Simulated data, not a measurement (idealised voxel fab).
The name of this process module is voxel transistor to metal.
For reference, the cross-section in this document is cut, with width 185 nm and square cells of 5 nm.
Just so we're on the same page, the cross-sections are grids of square cells, and they're listed out in bands top to bottom, each band one or more rows deep. Quick guide to a band line: top height, bottom height (nm) up front; then every material left to right with its width in nm. Only one material and it's marked "everywhere"? Then it fills the band edge to edge. And "empty" just means empty space. Below 0: as-received wafer, all one material; heights counted from there. Lowest band: no bottom, goes on down, written "top 0, no bottom". You'd read "30 to 40" like this: the band's top row of cells is as wide as the first number, its bottom row is as wide as the second, and going down, every row changes width by the same amount as the row before did. The designation "identical to before", where it is given for a processing step, indicates that no cell of the cross-section was altered in the course of that step. "Sealed voids" enumerates empty spaces isolated from the top, with no open way to it, that contain at least 8 cells, giving each as width x height at distance from the left edge, all three in nm. On each step's line, the part that comes after the settings is the simulator's own comment on the step. On any step carrying a mask, the "overlay nm" setting, if present on the step's line, tells how far right of its planned place the mask lay; negative values point to the left.
## Set out below are the planned steps of the process
1 op RECEIVE | material Si
2 op CONFORMAL_DEP | material SiO2 | thk nm 5
3 op CONFORMAL_DEP | material SiN | thk nm 10
4 op DIRECTIONAL_DEP | material aC | thk nm 15
5 op PATTERN | tone cover | mask id ACTIVE | material resist | width nm 100 | thk nm 30 | overlay nm 0
6 op DIRECTIONAL_ETCH | etch materials aC | depth nm 15
7 op STRIP | etch materials resist
8 op DIRECTIONAL_ETCH | etch materials SiN | depth nm 10
9 op DIRECTIONAL_ETCH | etch materials SiO2 | depth nm 5
10 op DIRECTIONAL_ETCH | etch materials Si | depth nm 30
11 op STRIP | etch materials aC
12 op FILL_DEP | material SiO2 | thk nm 15
13 op CMP | height nm 15
14 op SELECTIVE_ETCH | etch materials SiO2 | depth nm 10
15 op STRIP | etch materials SiN
16 op SELECTIVE_ETCH | etch materials SiO2 | depth nm 5
17 op OXIDIZE | depth nm 5
18 op DIRECTIONAL_DEP | material polySi | thk nm 25
19 op DIRECTIONAL_DEP | material SiCN | thk nm 10
20 op DIRECTIONAL_DEP | material aC | thk nm 15
21 op PATTERN | tone cover | mask id GATE | material resist | width nm 20 | thk nm 35 | overlay nm 0
22 op DIRECTIONAL_ETCH | etch materials aC | depth nm 15
23 op STRIP | etch materials resist
24 op DIRECTIONAL_ETCH | etch materials SiCN | depth nm 20
25 op DIRECTIONAL_ETCH | etch materials polySi | depth nm 35
26 op STRIP | etch materials aC
27 op CONFORMAL_DEP | material SiN | thk nm 10
28 op DIRECTIONAL_ETCH | etch materials SiN | depth nm 10
29 op DIRECTIONAL_ETCH | etch materials SiO2 | depth nm 5
30 op DIRECTIONAL_ETCH | etch materials Si | depth nm 10
31 op EPI | material SiGe | thk nm 15
32 op FILL_DEP | material SiO2 | thk nm 5
33 op CMP | height nm 35
34 op DIRECTIONAL_DEP | material SiO2 | thk nm 10
35 op PATTERN | tone open | mask id CONTACT | material resist | width nm 30 | pitch nm 60 | thk nm 15 | overlay nm 0
36 op DIRECTIONAL_ETCH | etch materials SiO2 | depth nm 45
37 op STRIP | etch materials resist
38 op CONFORMAL_DEP | material TiN | thk nm 5
39 op FILL_DEP | material W | thk nm 10
40 op CMP | height nm 45
41 op CONFORMAL_DEP | material SiN | thk nm 5
42 op DIRECTIONAL_DEP | material SiO2 | thk nm 20
43 op MASKED_ETCH | tone open | mask id METAL_1 | width nm 15 | pitch nm 75 | etch materials SiO2 | depth nm 20 | overlay nm 0
44 op MASKED_ETCH | tone open | mask id METAL_1 | width nm 15 | pitch nm 75 | etch materials SiN | depth nm 5 | overlay nm 0
45 op CONFORMAL_DEP | material TiN | thk nm 5
46 op FILL_DEP | material Cu | thk nm 10
47 op CMP | height nm 70
48 op CONFORMAL_DEP | material SiCN | thk nm 5
49 op DIRECTIONAL_DEP | material SiO2 | thk nm 25
50 op PATTERN | tone open | mask id METAL_2 | material resist | width nm 15 | pitch nm 75 | thk nm 15 | overlay nm 0
51 op DIRECTIONAL_ETCH | etch materials SiO2 | depth nm 15
52 op STRIP | etch materials resist
53 op DIRECTIONAL_DEP | material aC | thk nm 15
54 op PATTERN | tone open | mask id METAL_2_HOLES | material resist | width nm 15 | pitch nm 75 | thk nm 35 | overlay nm 0
55 op DIRECTIONAL_ETCH | etch materials aC | depth nm 15
56 op STRIP | etch materials resist
57 op DIRECTIONAL_ETCH | etch materials SiO2 | depth nm 10
58 op DIRECTIONAL_ETCH | etch materials SiCN | depth nm 5
59 op STRIP | etch materials aC
60 op CONFORMAL_DEP | material TiN | thk nm 5
61 op FILL_DEP | material Cu | thk nm 10
62 op CMP | height nm 100
63 op CONFORMAL_DEP | material SiN | thk nm 5
## This is the cross-section of the wafer as we received it, i.e. after step 1
> top 0, no bottom  Si everywhere
> Sealed voids: none
## Cross-section: first of two wafers, module finished, run according to plan
> top 105, bottom 100  SiN everywhere
> top 100, bottom 75  SiO2: 45 | TiN: 5 | Cu: 5 | TiN: 5 | SiO2: 60 | TiN: 5 | Cu: 5 | TiN: 5 | SiO2: 50
> top 75, bottom 70  SiCN: 45 | TiN: 15 | SiCN: 60 | TiN: 15 | SiCN: 50
> top 70, bottom 50  SiO2: 45 | TiN: 5 | Cu: 5 | TiN: 5 | SiO2: 60 | TiN: 5 | Cu: 5 | TiN: 5 | SiO2: 50
> top 50, bottom 45  SiN: 45 | TiN: 15 | SiN: 60 | TiN: 15 | SiN: 50
> top 45, bottom 35  SiO2: 45 | TiN: 5 | W: 20 to 15 | TiN: 5 to 10 | SiO2: 30 | TiN: 5 to 10 | W: 20 to 15 | TiN: 5 | SiO2: 50
> top 35, bottom 25  SiO2: 45 | TiN: 5 | W: 15 | TiN: 5 | SiN: 10 | SiCN: 20 | SiN: 10 | TiN: 5 | W: 15 | TiN: 5 | SiO2: 50
> top 25, bottom 15  SiO2: 45 | TiN: 5 | W: 15 | TiN: 5 | SiN: 10 | polySi: 20 | SiN: 10 | TiN: 5 | W: 15 | TiN: 5 | SiO2: 50
> top 15, bottom 10  SiO2: 45 | TiN: 25 | SiN: 10 | polySi: 20 | SiN: 10 | TiN: 25 | SiO2: 50
> top 10, bottom 0  SiO2: 45 | TiN: 10 | SiGe: 15 | SiN: 10 | polySi: 20 | SiN: 10 | SiGe: 15 | TiN: 10 | SiO2: 50
> top 0, bottom -5  SiO2: 35 | SiGe: 35 | SiO2: 40 | SiGe: 35 | SiO2: 40
> top -5, bottom -15  SiO2: 40 | SiGe: 30 | Si: 40 | SiGe: 30 | SiO2: 45
> top -15, bottom -30  SiO2: 40 | Si: 100 | SiO2: 45
> top -30, no bottom  Si everywhere
> Sealed voids: none
## Wafer two cross-section, module end. Start and plan unchanged from wafer one; one mistake made during the run
> top 105, bottom 100  SiN everywhere
> top 100, bottom 95  SiCN: 45 | TiN: 15 | SiCN: 60 | TiN: 15 | SiCN: 50
> top 95, bottom 70  SiCN everywhere
> top 70, bottom 50  SiO2: 45 | TiN: 5 | Cu: 5 | TiN: 5 | SiO2: 60 | TiN: 5 | Cu: 5 | TiN: 5 | SiO2: 50
> top 50, bottom 45  SiN: 45 | TiN: 15 | SiN: 60 | TiN: 15 | SiN: 50
> top 45, bottom 35  SiO2: 45 | TiN: 5 | W: 20 to 15 | TiN: 5 to 10 | SiO2: 30 | TiN: 5 to 10 | W: 20 to 15 | TiN: 5 | SiO2: 50
> top 35, bottom 25  SiO2: 45 | TiN: 5 | W: 15 | TiN: 5 | SiN: 10 | SiCN: 20 | SiN: 10 | TiN: 5 | W: 15 | TiN: 5 | SiO2: 50
> top 25, bottom 15  SiO2: 45 | TiN: 5 | W: 15 | TiN: 5 | SiN: 10 | polySi: 20 | SiN: 10 | TiN: 5 | W: 15 | TiN: 5 | SiO2: 50
> top 15, bottom 10  SiO2: 45 | TiN: 25 | SiN: 10 | polySi: 20 | SiN: 10 | TiN: 25 | SiO2: 50
> top 10, bottom 0  SiO2: 45 | TiN: 10 | SiGe: 15 | SiN: 10 | polySi: 20 | SiN: 10 | SiGe: 15 | TiN: 10 | SiO2: 50
> top 0, bottom -5  SiO2: 35 | SiGe: 35 | SiO2: 40 | SiGe: 35 | SiO2: 40
> top -5, bottom -15  SiO2: 40 | SiGe: 30 | Si: 40 | SiGe: 30 | SiO2: 45
> top -15, bottom -30  SiO2: 40 | Si: 100 | SiO2: 45
> top -30, no bottom  Si everywhere
> Sealed voids: none
What was done differently from what was planned? so step 49 ended up running with a different setting than we planned, it ran as op DIRECTIONAL_DEP | material SiCN | thk nm 25
FYI, end of process, the second wafer has more or fewer cells of some materials than the first: Cu: 10 fewer; SiCN: 185 more; SiO2: 155 fewer; TiN: 20 fewer
